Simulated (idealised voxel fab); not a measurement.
process module | voxel transistor to metal
cross-section cut | 195 nm wide | cells 5 nm
A cross-section is a grid of square cells, given in bands from the top down. A band is one or more rows of cells.
Each band's line starts with the height of the band's top and of its bottom, in nm. Then come its materials from left to right, each with its width in nm. One material with "throughout" fills the band from edge to edge. "air" is empty space.
Height 0 is the level under which the wafer as received is all one material. The lowest band goes on downwards, as in "0 down".
A width such as "30 to 40" changes by the same amount from each row of cells to the next, from the band's top row to its bottom row.
"no change" after a step means that no cell of the cross-section changed.
closed voids: empty space of 8 cells or more with no open way to the top, each as width x height at its distance from the left edge, in nm
after a step's settings: what the simulator itself notes on the step
overlay nm, on a step with a mask: how far to the right of its planned place the mask lay; to the left if negative
plan
1 op RECEIVE | material Si
2 op CONFORMAL_DEP | material SiO2 | thk nm 5
3 op CONFORMAL_DEP | material SiN | thk nm 10
4 op DIRECTIONAL_DEP | material aC | thk nm 15
5 op PATTERN | tone cover | mask id ACTIVE | material resist | width nm 105 | thk nm 35 | overlay nm 0
6 op DIRECTIONAL_ETCH | etch materials aC | depth nm 15
7 op STRIP | etch materials resist
8 op DIRECTIONAL_ETCH | etch materials SiN | depth nm 10
9 op DIRECTIONAL_ETCH | etch materials SiO2 | depth nm 5
10 op DIRECTIONAL_ETCH | etch materials Si | depth nm 25
11 op STRIP | etch materials aC
12 op OXIDIZE | depth nm 5
13 op FILL_DEP | material SiO2 | thk nm 10
14 op CMP | height nm 15
15 op SELECTIVE_ETCH | etch materials SiO2 | depth nm 5
16 op STRIP | etch materials SiN
17 op SELECTIVE_ETCH | etch materials SiO2 | depth nm 5
18 op OXIDIZE | depth nm 5
19 op DIRECTIONAL_DEP | material polySi | thk nm 20
20 op DIRECTIONAL_DEP | material SiCN | thk nm 15
21 op DIRECTIONAL_DEP | material aC | thk nm 10
22 op PATTERN | tone cover | mask id GATE | material resist | width nm 25 | thk nm 30 | overlay nm 0
23 op DIRECTIONAL_ETCH | etch materials aC | depth nm 10
24 op STRIP | etch materials resist
25 op DIRECTIONAL_ETCH | etch materials SiCN | depth nm 25
26 op DIRECTIONAL_ETCH | etch materials polySi | depth nm 30
27 op STRIP | etch materials aC
28 op CONFORMAL_DEP | material SiN | thk nm 5
29 op DIRECTIONAL_ETCH | etch materials SiN | depth nm 5
30 op DIRECTIONAL_ETCH | etch materials SiO2 | depth nm 5
31 op DIRECTIONAL_ETCH | etch materials Si | depth nm 10
32 op EPI | material SiGe | thk nm 15
33 op FILL_DEP | material SiO2 | thk nm 10
34 op CMP | height nm 20
35 op STRIP | etch materials polySi
36 op SELECTIVE_ETCH | etch materials SiO2 | depth nm 5
37 op CONFORMAL_DEP | material HfO2 | thk nm 5
38 op CONFORMAL_DEP | material TiN | thk nm 5
39 op FILL_DEP | material W | thk nm 10
40 op CMP | height nm 15
41 op DIRECTIONAL_DEP | material SiO2 | thk nm 10
42 op MASKED_ETCH | tone open | mask id CONTACT | width nm 15 | pitch nm 80 | etch materials SiO2 | depth nm 25 | overlay nm 0
43 op CONFORMAL_DEP | material TiN | thk nm 5
44 op FILL_DEP | material W | thk nm 5
45 op CMP | height nm 25
46 op DIRECTIONAL_DEP | material TiN | thk nm 5
47 op DIRECTIONAL_DEP | material W | thk nm 15
48 op DIRECTIONAL_DEP | material aC | thk nm 15
49 op PATTERN | tone cover | mask id METAL_1 | material resist | width nm 15 | pitch nm 80 | thk nm 35 | overlay nm 0
50 op DIRECTIONAL_ETCH | etch materials aC | depth nm 15
51 op STRIP | etch materials resist
52 op DIRECTIONAL_ETCH | etch materials W | depth nm 15
53 op DIRECTIONAL_ETCH | etch materials TiN | depth nm 5
54 op STRIP | etch materials aC
55 op FILL_DEP | material SiO2 | thk nm 10
56 op CMP | height nm 45
57 op CONFORMAL_DEP | material SiCN | thk nm 5
58 op DIRECTIONAL_DEP | material SiO2 | thk nm 30
59 op DIRECTIONAL_DEP | material aC | thk nm 15
60 op PATTERN | tone open | mask id METAL_2 | material resist | width nm 15 | pitch nm 80 | thk nm 35 | overlay nm 0
61 op DIRECTIONAL_ETCH | etch materials aC | depth nm 15
62 op STRIP | etch materials resist
63 op DIRECTIONAL_ETCH | etch materials SiO2 | depth nm 20
64 op STRIP | etch materials aC
65 op PATTERN | tone open | mask id METAL_2_HOLES | material resist | width nm 15 | pitch nm 80 | thk nm 15 | overlay nm 0
66 op DIRECTIONAL_ETCH | etch materials SiO2 | depth nm 10
67 op DIRECTIONAL_ETCH | etch materials SiCN | depth nm 5
68 op STRIP | etch materials resist
69 op CONFORMAL_DEP | material TiN | thk nm 5
70 op FILL_DEP | material Ru | thk nm 10
71 op CMP | height nm 80
72 op CONFORMAL_DEP | material SiCN | thk nm 5
first wafer, as planned
as received, after step 1
  0 down: Si throughout
  closed voids: none
after step 2
  5 to 0: SiO2 throughout
  below 0: unchanged
after step 3
  15 to 5: SiN throughout
  below 5: unchanged
after step 4
  30 to 15: aC throughout
  below 15: unchanged
after step 5
  65 to 30: air 45 | resist 105 | air 45
  below 30: unchanged
after step 6
  50 to 30: air 45 | resist 105 | air 45
  30 to 15: air 45 | aC 105 | air 45
  below 15: unchanged
after step 7
  30 to 15: air 45 | aC 105 | air 45
  below 15: unchanged
after step 8
  30 to 15: air 45 | aC 105 | air 45
  15 to 5: air 45 | SiN 105 | air 45
  below 5: unchanged
after step 9
  30 to 15: air 45 | aC 105 | air 45
  15 to 5: air 45 | SiN 105 | air 45
  5 to 0: air 45 | SiO2 105 | air 45
  below 0: unchanged
after step 10
  30 to 15: air 45 | aC 105 | air 45
  15 to 5: air 45 | SiN 105 | air 45
  5 to 0: air 45 | SiO2 105 | air 45
  0 to -25: air 45 | Si 105 | air 45
  below -25: unchanged
after step 11
  15 to 5: air 45 | SiN 105 | air 45
  below 5: unchanged
after step 12
  15 to 5: air 45 | SiN 105 | air 45
  5 to 0: air 45 | SiO2 105 | air 45
  0 to -25: air 45 | SiO2 5 | Si 95 | SiO2 5 | air 45
  -25 to -30: SiO2 50 | Si 95 | SiO2 50
  below -30: unchanged
after step 13
  25 to 15: SiO2 throughout
  15 to 5: SiO2 45 | SiN 105 | SiO2 45
  5 to 0: SiO2 throughout
  0 to -30: SiO2 50 | Si 95 | SiO2 50
  below -30: unchanged
after step 14
  15 to 5: SiO2 45 | SiN 105 | SiO2 45
  below 5: unchanged
after step 15
  15 to 10: air 45 | SiN 105 | air 45
  below 10: unchanged
after step 16
  10 to 5: SiO2 45 | air 105 | SiO2 45
  below 5: unchanged
after step 17
  5 to 0: SiO2 40 | air 115 | SiO2 40
  below 0: unchanged
after step 18
  5 to 0: SiO2 40 | air 115 | SiO2 40
  0 to -5: SiO2 throughout
  below -5: unchanged
after step 19
  25 to 20: polySi 40 | air 115 | polySi 40
  20 to 5: polySi throughout
  5 to 0: SiO2 40 | polySi 115 | SiO2 40
  below 0: unchanged
after step 20
  40 to 35: SiCN 40 | air 115 | SiCN 40
  35 to 25: SiCN throughout
  25 to 20: polySi 40 | SiCN 115 | polySi 40
  below 20: unchanged
after step 21
  50 to 45: aC 40 | air 115 | aC 40
  45 to 40: aC throughout
  40 to 35: SiCN 40 | aC 115 | SiCN 40
  below 35: unchanged
after step 22
  80 to 50: air 85 | resist 25 | air 85
  50 to 45: aC 40 | air 45 | resist 25 | air 45 | aC 40
  below 45: unchanged
after step 23
  70 to 45: air 85 | resist 25 | air 85
  45 to 40: air 85 | aC 25 | air 85
  40 to 35: SiCN 40 | air 45 | aC 25 | air 45 | SiCN 40
  below 35: unchanged
after step 24
  45 to 40: air 85 | aC 25 | air 85
  below 40: unchanged
after step 25
  45 to 35: air 85 | aC 25 | air 85
  35 to 25: air 85 | SiCN 25 | air 85
  25 to 20: polySi 40 | air 45 | SiCN 25 | air 45 | polySi 40
  below 20: unchanged
after step 26
  45 to 35: air 85 | aC 25 | air 85
  35 to 20: air 85 | SiCN 25 | air 85
  20 to 5: air 85 | polySi 25 | air 85
  5 to 0: SiO2 40 | air 45 | polySi 25 | air 45 | SiO2 40
  below 0: unchanged
after step 27
  35 to 20: air 85 | SiCN 25 | air 85
  below 20: unchanged
after step 28
  40 to 35: air 80 | SiN 35 | air 80
  35 to 20: air 80 | SiN 5 | SiCN 25 | SiN 5 | air 80
  20 to 10: air 80 | SiN 5 | polySi 25 | SiN 5 | air 80
  10 to 5: SiN 45 | air 35 | SiN 5 | polySi 25 | SiN 5 | air 35 | SiN 45
  5 to 0: SiO2 40 | SiN 45 | polySi 25 | SiN 45 | SiO2 40
  below 0: unchanged
after step 29
  35 to 20: air 80 | SiN 5 | SiCN 25 | SiN 5 | air 80
  20 to 5: air 80 | SiN 5 | polySi 25 | SiN 5 | air 80
  5 to 0: SiO2 40 | SiN 5 | air 35 | SiN 5 | polySi 25 | SiN 5 | air 35 | SiN 5 | SiO2 40
  below 0: unchanged
after step 30
  35 to 20: air 80 | SiN 5 | SiCN 25 | SiN 5 | air 80
  20 to 5: air 80 | SiN 5 | polySi 25 | SiN 5 | air 80
  5 to 0: air 40 | SiN 5 | air 35 | SiN 5 | polySi 25 | SiN 5 | air 35 | SiN 5 | air 40
  0 to -5: SiO2 45 | air 35 | SiO2 35 | air 35 | SiO2 45
  below -5: unchanged
after step 31
  35 to 20: air 80 | SiN 5 | SiCN 25 | SiN 5 | air 80
  20 to 5: air 80 | SiN 5 | polySi 25 | SiN 5 | air 80
  5 to 0: air 40 | SiN 5 | air 35 | SiN 5 | polySi 25 | SiN 5 | air 35 | SiN 5 | air 40
  0 to -5: SiO2 45 | air 35 | SiO2 35 | air 35 | SiO2 45
  -5 to -15: SiO2 50 | air 30 | Si 35 | air 30 | SiO2 50
  below -15: unchanged
after step 32
  35 to 20: air 80 | SiN 5 | SiCN 25 | SiN 5 | air 80
  20 to 10: air 80 | SiN 5 | polySi 25 | SiN 5 | air 80
  10 to 5: air 65 | SiGe 15 | SiN 5 | polySi 25 | SiN 5 | SiGe 15 | air 65
  5 to 0: air 40 | SiN 5 | air 20 | SiGe 15 | SiN 5 | polySi 25 | SiN 5 | SiGe 15 | air 20 | SiN 5 | air 40
  0 to -5: SiO2 45 | SiGe 35 | SiO2 35 | SiGe 35 | SiO2 45
  -5 to -15: SiO2 50 | SiGe 30 | Si 35 | SiGe 30 | SiO2 50
  below -15: unchanged
after step 33
  45 to 35: SiO2 throughout
  35 to 20: SiO2 80 | SiN 5 | SiCN 25 | SiN 5 | SiO2 80
  20 to 10: SiO2 80 | SiN 5 | polySi 25 | SiN 5 | SiO2 80
  10 to 5: SiO2 65 | SiGe 15 | SiN 5 | polySi 25 | SiN 5 | SiGe 15 | SiO2 65
  5 to 0: SiO2 40 | SiN 5 | SiO2 20 | SiGe 15 | SiN 5 | polySi 25 | SiN 5 | SiGe 15 | SiO2 20 | SiN 5 | SiO2 40
  below 0: unchanged
after step 34
  20 to 10: SiO2 80 | SiN 5 | polySi 25 | SiN 5 | SiO2 80
  below 10: unchanged
after step 35
  20 to 10: SiO2 80 | SiN 5 | air 25 | SiN 5 | SiO2 80
  10 to 5: SiO2 65 | SiGe 15 | SiN 5 | air 25 | SiN 5 | SiGe 15 | SiO2 65
  5 to 0: SiO2 40 | SiN 5 | SiO2 20 | SiGe 15 | SiN 5 | air 25 | SiN 5 | SiGe 15 | SiO2 20 | SiN 5 | SiO2 40
  below 0: unchanged
after step 36
  20 to 15: air 80 | SiN 5 | air 25 | SiN 5 | air 80
  15 to 10: SiO2 80 | SiN 5 | air 25 | SiN 5 | SiO2 80
  10 to 5: SiO2 65 | SiGe 15 | SiN 5 | air 25 | SiN 5 | SiGe 15 | SiO2 65
  5 to 0: SiO2 40 | SiN 5 | SiO2 20 | SiGe 15 | SiN 5 | air 25 | SiN 5 | SiGe 15 | SiO2 20 | SiN 5 | SiO2 40
  0 to -5: SiO2 45 | SiGe 35 | air 35 | SiGe 35 | SiO2 45
  below -5: unchanged
after step 37
  25 to 20: air 75 | HfO2 15 | air 15 | HfO2 15 | air 75
  20 to 15: HfO2 80 | SiN 5 | HfO2 5 | air 15 | HfO2 5 | SiN 5 | HfO2 80
  15 to 10: SiO2 80 | SiN 5 | HfO2 5 | air 15 | HfO2 5 | SiN 5 | SiO2 80
  10 to 5: SiO2 65 | SiGe 15 | SiN 5 | HfO2 5 | air 15 | HfO2 5 | SiN 5 | SiGe 15 | SiO2 65
  5 to 0: SiO2 40 | SiN 5 | SiO2 20 | SiGe 15 | SiN 5 | HfO2 5 | air 15 | HfO2 5 | SiN 5 | SiGe 15 | SiO2 20 | SiN 5 | SiO2 40
  0 to -5: SiO2 45 | SiGe 35 | HfO2 35 | SiGe 35 | SiO2 45
  below -5: unchanged
after step 38
  30 to 25: air 70 | TiN 25 | air 5 | TiN 25 | air 70
  25 to 20: TiN 75 | HfO2 15 | TiN 5 | air 5 | TiN 5 | HfO2 15 | TiN 75
  20 to 15: HfO2 80 | SiN 5 | HfO2 5 | TiN 5 | air 5 | TiN 5 | HfO2 5 | SiN 5 | HfO2 80
  15 to 10: SiO2 80 | SiN 5 | HfO2 5 | TiN 5 | air 5 | TiN 5 | HfO2 5 | SiN 5 | SiO2 80
  10 to 5: SiO2 65 | SiGe 15 | SiN 5 | HfO2 5 | TiN 5 | air 5 | TiN 5 | HfO2 5 | SiN 5 | SiGe 15 | SiO2 65
  5 to 0: SiO2 40 | SiN 5 | SiO2 20 | SiGe 15 | SiN 5 | HfO2 5 | TiN 15 | HfO2 5 | SiN 5 | SiGe 15 | SiO2 20 | SiN 5 | SiO2 40
  below 0: unchanged
after step 39
  40 to 30: W throughout
  30 to 25: W 70 | TiN 25 | W 5 | TiN 25 | W 70
  25 to 20: TiN 75 | HfO2 15 | TiN 5 | W 5 | TiN 5 | HfO2 15 | TiN 75
  20 to 15: HfO2 80 | SiN 5 | HfO2 5 | TiN 5 | W 5 | TiN 5 | HfO2 5 | SiN 5 | HfO2 80
  15 to 10: SiO2 80 | SiN 5 | HfO2 5 | TiN 5 | W 5 | TiN 5 | HfO2 5 | SiN 5 | SiO2 80
  10 to 5: SiO2 65 | SiGe 15 | SiN 5 | HfO2 5 | TiN 5 | W 5 | TiN 5 | HfO2 5 | SiN 5 | SiGe 15 | SiO2 65
  below 5: unchanged
after step 40
  15 to 10: SiO2 80 | SiN 5 | HfO2 5 | TiN 5 | W 5 | TiN 5 | HfO2 5 | SiN 5 | SiO2 80
  below 10: unchanged
after step 41
  25 to 15: SiO2 throughout
  below 15: unchanged
after step 42
  25 to 15: SiO2 50 | air 15 | SiO2 65 | air 15 | SiO2 50
  15 to 10: SiO2 50 | air 15 | SiO2 15 | SiN 5 | HfO2 5 | TiN 5 | W 5 | TiN 5 | HfO2 5 | SiN 5 | SiO2 15 | air 15 | SiO2 50
  10 to 5: SiO2 50 | air 15 | SiGe 15 | SiN 5 | HfO2 5 | TiN 5 | W 5 | TiN 5 | HfO2 5 | SiN 5 | SiGe 15 | air 15 | SiO2 50
  5 to 0: SiO2 40 | SiN 5 | SiO2 5 | air 15 | SiGe 15 | SiN 5 | HfO2 5 | TiN 15 | HfO2 5 | SiN 5 | SiGe 15 | air 15 | SiO2 5 | SiN 5 | SiO2 40
  below 0: unchanged
after step 43
  30 to 25: TiN 55 | air 5 | TiN 75 | air 5 | TiN 55
  25 to 15: SiO2 50 | TiN 5 | air 5 | TiN 5 | SiO2 65 | TiN 5 | air 5 | TiN 5 | SiO2 50
  15 to 10: SiO2 50 | TiN 5 | air 5 | TiN 5 | SiO2 15 | SiN 5 | HfO2 5 | TiN 5 | W 5 | TiN 5 | HfO2 5 | SiN 5 | SiO2 15 | TiN 5 | air 5 | TiN 5 | SiO2 50
  10 to 5: SiO2 50 | TiN 5 | air 5 | TiN 5 | SiGe 15 | SiN 5 | HfO2 5 | TiN 5 | W 5 | TiN 5 | HfO2 5 | SiN 5 | SiGe 15 | TiN 5 | air 5 | TiN 5 | SiO2 50
  5 to 0: SiO2 40 | SiN 5 | SiO2 5 | TiN 15 | SiGe 15 | SiN 5 | HfO2 5 | TiN 15 | HfO2 5 | SiN 5 | SiGe 15 | TiN 15 | SiO2 5 | SiN 5 | SiO2 40
  below 0: unchanged
after step 44
  35 to 30: W throughout
  30 to 25: TiN 55 | W 5 | TiN 75 | W 5 | TiN 55
  25 to 15: SiO2 50 | TiN 5 | W 5 | TiN 5 | SiO2 65 | TiN 5 | W 5 | TiN 5 | SiO2 50
  15 to 10: SiO2 50 | TiN 5 | W 5 | TiN 5 | SiO2 15 | SiN 5 | HfO2 5 | TiN 5 | W 5 | TiN 5 | HfO2 5 | SiN 5 | SiO2 15 | TiN 5 | W 5 | TiN 5 | SiO2 50
  10 to 5: SiO2 50 | TiN 5 | W 5 | TiN 5 | SiGe 15 | SiN 5 | HfO2 5 | TiN 5 | W 5 | TiN 5 | HfO2 5 | SiN 5 | SiGe 15 | TiN 5 | W 5 | TiN 5 | SiO2 50
  below 5: unchanged
after step 45
  25 to 15: SiO2 50 | TiN 5 | W 5 | TiN 5 | SiO2 65 | TiN 5 | W 5 | TiN 5 | SiO2 50
  below 15: unchanged
after step 46
  30 to 25: TiN throughout
  below 25: unchanged
after step 47
  45 to 30: W throughout
  below 30: unchanged
after step 48
  60 to 45: aC throughout
  below 45: unchanged
after step 49
  95 to 60: air 50 | resist 15 | air 65 | resist 15 | air 50
  below 60: unchanged
after step 50
  80 to 60: air 50 | resist 15 | air 65 | resist 15 | air 50
  60 to 45: air 50 | aC 15 | air 65 | aC 15 | air 50
  below 45: unchanged
after step 51
  60 to 45: air 50 | aC 15 | air 65 | aC 15 | air 50
  below 45: unchanged
after step 52
  60 to 45: air 50 | aC 15 | air 65 | aC 15 | air 50
  45 to 30: air 50 | W 15 | air 65 | W 15 | air 50
  below 30: unchanged
after step 53
  60 to 45: air 50 | aC 15 | air 65 | aC 15 | air 50
  45 to 30: air 50 | W 15 | air 65 | W 15 | air 50
  30 to 25: air 50 | TiN 15 | air 65 | TiN 15 | air 50
  below 25: unchanged
after step 54
  45 to 30: air 50 | W 15 | air 65 | W 15 | air 50
  below 30: unchanged
after step 55
  55 to 45: SiO2 throughout
  45 to 30: SiO2 50 | W 15 | SiO2 65 | W 15 | SiO2 50
  30 to 25: SiO2 50 | TiN 15 | SiO2 65 | TiN 15 | SiO2 50
  below 25: unchanged
after step 56
  45 to 30: SiO2 50 | W 15 | SiO2 65 | W 15 | SiO2 50
  below 30: unchanged
after step 57
  50 to 45: SiCN throughout
  below 45: unchanged
after step 58
  80 to 50: SiO2 throughout
  below 50: unchanged
after step 59
  95 to 80: aC throughout
  below 80: unchanged
after step 60
  130 to 95: resist 50 | air 15 | resist 65 | air 15 | resist 50
  below 95: unchanged
after step 61
  115 to 95: resist 50 | air 15 | resist 65 | air 15 | resist 50
  95 to 80: aC 50 | air 15 | aC 65 | air 15 | aC 50
  below 80: unchanged
after step 62
  95 to 80: aC 50 | air 15 | aC 65 | air 15 | aC 50
  below 80: unchanged
after step 63
  95 to 80: aC 50 | air 15 | aC 65 | air 15 | aC 50
  80 to 60: SiO2 50 | air 15 | SiO2 65 | air 15 | SiO2 50
  below 60: unchanged
after step 64
  80 to 60: SiO2 50 | air 15 | SiO2 65 | air 15 | SiO2 50
  below 60: unchanged
after step 65
  95 to 80: resist 50 | air 15 | resist 65 | air 15 | resist 50
  below 80: unchanged
after step 66
  95 to 80: resist 50 | air 15 | resist 65 | air 15 | resist 50
  80 to 50: SiO2 50 | air 15 | SiO2 65 | air 15 | SiO2 50
  below 50: unchanged
after step 67
  95 to 80: resist 50 | air 15 | resist 65 | air 15 | resist 50
  80 to 50: SiO2 50 | air 15 | SiO2 65 | air 15 | SiO2 50
  50 to 45: SiCN 50 | air 15 | SiCN 65 | air 15 | SiCN 50
  below 45: unchanged
after step 68
  80 to 50: SiO2 50 | air 15 | SiO2 65 | air 15 | SiO2 50
  below 50: unchanged
after step 69
  85 to 80: TiN 55 | air 5 | TiN 75 | air 5 | TiN 55
  80 to 50: SiO2 50 | TiN 5 | air 5 | TiN 5 | SiO2 65 | TiN 5 | air 5 | TiN 5 | SiO2 50
  50 to 45: SiCN 50 | TiN 15 | SiCN 65 | TiN 15 | SiCN 50
  below 45: unchanged
after step 70
  95 to 85: Ru throughout
  85 to 80: TiN 55 | Ru 5 | TiN 75 | Ru 5 | TiN 55
  80 to 50: SiO2 50 | TiN 5 | Ru 5 | TiN 5 | SiO2 65 | TiN 5 | Ru 5 | TiN 5 | SiO2 50
  below 50: unchanged
after step 71
  80 to 50: SiO2 50 | TiN 5 | Ru 5 | TiN 5 | SiO2 65 | TiN 5 | Ru 5 | TiN 5 | SiO2 50
  below 50: unchanged
after step 72
  85 to 80: SiCN throughout
  below 80: unchanged
second wafer: like start, like plan, one mistake. Through step 41 it matches the first wafer
when step 42 should have ended
  25 to 15: SiO2 60 | air 15 | SiO2 65 | air 15 | SiO2 40
  15 to 10: SiO2 60 | air 15 | SiO2 5 | SiN 5 | HfO2 5 | TiN 5 | W 5 | TiN 5 | HfO2 5 | SiN 5 | SiO2 25 | air 15 | SiO2 40
  10 to 5: SiO2 60 | air 5 | SiGe 15 | SiN 5 | HfO2 5 | TiN 5 | W 5 | TiN 5 | HfO2 5 | SiN 5 | SiGe 15 | SiO2 10 | air 15 | SiO2 40
  5 to 0: SiO2 40 | SiN 5 | SiO2 15 | air 5 | SiGe 15 | SiN 5 | HfO2 5 | TiN 15 | HfO2 5 | SiN 5 | SiGe 15 | SiO2 10 | air 10 | SiN 5 | SiO2 40
  below 0: unchanged
when step 43 should have ended
  30 to 25: TiN 65 | air 5 | TiN 75 | air 5 | TiN 45
  25 to 15: SiO2 60 | TiN 5 | air 5 | TiN 5 | SiO2 65 | TiN 5 | air 5 | TiN 5 | SiO2 40
  15 to 10: SiO2 60 | TiN 15 | SiO2 5 | SiN 5 | HfO2 5 | TiN 5 | W 5 | TiN 5 | HfO2 5 | SiN 5 | SiO2 25 | TiN 5 | air 5 | TiN 5 | SiO2 40
  10 to 5: SiO2 60 | TiN 5 | SiGe 15 | SiN 5 | HfO2 5 | TiN 5 | W 5 | TiN 5 | HfO2 5 | SiN 5 | SiGe 15 | SiO2 10 | TiN 15 | SiO2 40
  5 to 0: SiO2 40 | SiN 5 | SiO2 15 | TiN 5 | SiGe 15 | SiN 5 | HfO2 5 | TiN 15 | HfO2 5 | SiN 5 | SiGe 15 | SiO2 10 | TiN 10 | SiN 5 | SiO2 40
  below 0: unchanged
when step 44 should have ended
  35 to 30: W throughout
  30 to 25: TiN 65 | W 5 | TiN 75 | W 5 | TiN 45
  25 to 15: SiO2 60 | TiN 5 | W 5 | TiN 5 | SiO2 65 | TiN 5 | W 5 | TiN 5 | SiO2 40
  15 to 10: SiO2 60 | TiN 15 | SiO2 5 | SiN 5 | HfO2 5 | TiN 5 | W 5 | TiN 5 | HfO2 5 | SiN 5 | SiO2 25 | TiN 5 | W 5 | TiN 5 | SiO2 40
  below 10: unchanged
when step 45 should have ended
  25 to 15: SiO2 60 | TiN 5 | W 5 | TiN 5 | SiO2 65 | TiN 5 | W 5 | TiN 5 | SiO2 40
  below 15: unchanged
when step 46 should have ended
  30 to 25: TiN throughout
  below 25: unchanged
when step 47 should have ended
  45 to 30: W throughout
  below 30: unchanged
when step 48 should have ended
  60 to 45: aC throughout
  below 45: unchanged
when step 49 should have ended
  95 to 60: air 50 | resist 15 | air 65 | resist 15 | air 50
  below 60: unchanged
when step 50 should have ended
  80 to 60: air 50 | resist 15 | air 65 | resist 15 | air 50
  60 to 45: air 50 | aC 15 | air 65 | aC 15 | air 50
  below 45: unchanged
when step 51 should have ended
  60 to 45: air 50 | aC 15 | air 65 | aC 15 | air 50
  below 45: unchanged
when step 52 should have ended
  60 to 45: air 50 | aC 15 | air 65 | aC 15 | air 50
  45 to 30: air 50 | W 15 | air 65 | W 15 | air 50
  below 30: unchanged
when step 53 should have ended
  60 to 45: air 50 | aC 15 | air 65 | aC 15 | air 50
  45 to 30: air 50 | W 15 | air 65 | W 15 | air 50
  30 to 25: air 50 | TiN 15 | air 65 | TiN 15 | air 50
  below 25: unchanged
when step 54 should have ended
  45 to 30: air 50 | W 15 | air 65 | W 15 | air 50
  below 30: unchanged
when step 55 should have ended
  55 to 45: SiO2 throughout
  45 to 30: SiO2 50 | W 15 | SiO2 65 | W 15 | SiO2 50
  30 to 25: SiO2 50 | TiN 15 | SiO2 65 | TiN 15 | SiO2 50
  below 25: unchanged
when step 56 should have ended
  45 to 30: SiO2 50 | W 15 | SiO2 65 | W 15 | SiO2 50
  below 30: unchanged
when step 57 should have ended
  50 to 45: SiCN throughout
  below 45: unchanged
when step 58 should have ended
  80 to 50: SiO2 throughout
  below 50: unchanged
when step 59 should have ended
  95 to 80: aC throughout
  below 80: unchanged
when step 60 should have ended
  130 to 95: resist 50 | air 15 | resist 65 | air 15 | resist 50
  below 95: unchanged
when step 61 should have ended
  115 to 95: resist 50 | air 15 | resist 65 | air 15 | resist 50
  95 to 80: aC 50 | air 15 | aC 65 | air 15 | aC 50
  below 80: unchanged
when step 62 should have ended
  95 to 80: aC 50 | air 15 | aC 65 | air 15 | aC 50
  below 80: unchanged
when step 63 should have ended
  95 to 80: aC 50 | air 15 | aC 65 | air 15 | aC 50
  80 to 60: SiO2 50 | air 15 | SiO2 65 | air 15 | SiO2 50
  below 60: unchanged
when step 64 should have ended
  80 to 60: SiO2 50 | air 15 | SiO2 65 | air 15 | SiO2 50
  below 60: unchanged
when step 65 should have ended
  95 to 80: resist 50 | air 15 | resist 65 | air 15 | resist 50
  below 80: unchanged
when step 66 should have ended
  95 to 80: resist 50 | air 15 | resist 65 | air 15 | resist 50
  80 to 50: SiO2 50 | air 15 | SiO2 65 | air 15 | SiO2 50
  below 50: unchanged
when step 67 should have ended
  95 to 80: resist 50 | air 15 | resist 65 | air 15 | resist 50
  80 to 50: SiO2 50 | air 15 | SiO2 65 | air 15 | SiO2 50
  50 to 45: SiCN 50 | air 15 | SiCN 65 | air 15 | SiCN 50
  below 45: unchanged
when step 68 should have ended
  80 to 50: SiO2 50 | air 15 | SiO2 65 | air 15 | SiO2 50
  below 50: unchanged
when step 69 should have ended
  85 to 80: TiN 55 | air 5 | TiN 75 | air 5 | TiN 55
  80 to 50: SiO2 50 | TiN 5 | air 5 | TiN 5 | SiO2 65 | TiN 5 | air 5 | TiN 5 | SiO2 50
  50 to 45: SiCN 50 | TiN 15 | SiCN 65 | TiN 15 | SiCN 50
  below 45: unchanged
when step 70 should have ended
  95 to 85: Ru throughout
  85 to 80: TiN 55 | Ru 5 | TiN 75 | Ru 5 | TiN 55
  80 to 50: SiO2 50 | TiN 5 | Ru 5 | TiN 5 | SiO2 65 | TiN 5 | Ru 5 | TiN 5 | SiO2 50
  below 50: unchanged
when step 71 should have ended
  80 to 50: SiO2 50 | TiN 5 | Ru 5 | TiN 5 | SiO2 65 | TiN 5 | Ru 5 | TiN 5 | SiO2 50
  below 50: unchanged
when step 72 should have ended
  85 to 80: SiCN throughout
  below 80: unchanged
what went wrong: step 42 ran as: op MASKED_ETCH | tone open | mask id CONTACT | width nm 15 | pitch nm 80 | etch materials SiO2 | depth nm 25 | overlay nm 10
at the end the second wafer has, in cells: 5 more of SiO2 | 2 fewer of TiN | 3 fewer of W
